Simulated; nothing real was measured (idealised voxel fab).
process module | voxel self aligned contacts
The cross-section on display is named cut; it measures 285 nm wide, and its cells are 5 nm squares.
We lay out every cross-section as a grid of square cells and spell it out in bands from the top down, where one band means one or more rows of cells. In this notation a band is specified by the heights of its top and bottom, in that order and in nm, after which its materials appear from left to right, each paired with its width in nm. The word "everywhere" attached to a single material means that material fills the band from edge to edge; the word "blank" stands for empty space. Heads up on the height convention: 0 is the point under which the incoming wafer is all one material, and the lowest band has no bottom, it just keeps going down, like "top 0, no bottom". Width "30..40": first value at the band's top row of cells, second value at its bottom row, equal change from row to row. What does "no alterations made" mean for a step? It means no cell of the cross-section changed in that step. For the entry "Enclosed void listing", the listed items are empty spaces with no open way to the top whose size is 8 cells or more; each item follows the pattern width x height at distance, where distance is from the left edge and all three are in nm. Heads up: the bit after the settings on a step's line is the simulator's remark on that step. overlay nm: how far to the right of its planned place the mask lay on this masked step (negative: to the left).
The planned process steps are enumerated hereunder
step 1: RECEIVE with material Si
step 2: OXIDIZE with depth nm 5
step 3: DIRECTIONAL_DEP with material polySi, thk nm 20
step 4: DIRECTIONAL_DEP with material SiN, thk nm 20
step 5: PATTERN with tone cover, mask id GATE, material resist, width nm 30, pitch nm 65, thk nm 20, overlay nm 0
step 6: DIRECTIONAL_ETCH with etch materials SiN, depth nm 20
step 7: DIRECTIONAL_ETCH with etch materials polySi, depth nm 20
step 8: STRIP with etch materials resist
step 9: CONFORMAL_DEP with material SiN, thk nm 10
step 10: DIRECTIONAL_ETCH with etch materials SiN, depth nm 10
step 11: FILL_DEP with material SiO2, thk nm 15
step 12: CMP with height nm 50
step 13: MASKED_ETCH with tone open, mask id CONTACT, width nm 45, etch materials SiO2, depth nm 55, overlay nm 0
step 14: CONFORMAL_DEP with material TiN, thk nm 5
step 15: FILL_DEP with material W, thk nm 10
step 16: CMP with height nm 50
step 17: CONFORMAL_DEP with material SiN, thk nm 5
Cross-section of the wafer upon arrival, representing the state reached after step 1
	top 0, no bottom = Si everywhere
	Enclosed void listing: none
One mistake in running the module, otherwise start and plan as above: cross-section at the end
	top 55, bottom 50 = SiN everywhere
	top 50, bottom 40 = W everywhere
	top 40, bottom 20 = 85 of W  50 of SiN  15 of W  50 of SiN  85 of W
	top 20, bottom 0 = 85 of W  10 of SiN  30 of polySi  10 of SiN  15 of W  10 of SiN  30 of polySi  10 of SiN  85 of W
	top 0, bottom -5 = SiO2 everywhere
	top -5, no bottom = Si everywhere
	Enclosed void listing: none
Short version of what went wrong: step 11 did not use the planned setting and instead ran as FILL_DEP with material W, thk nm 15
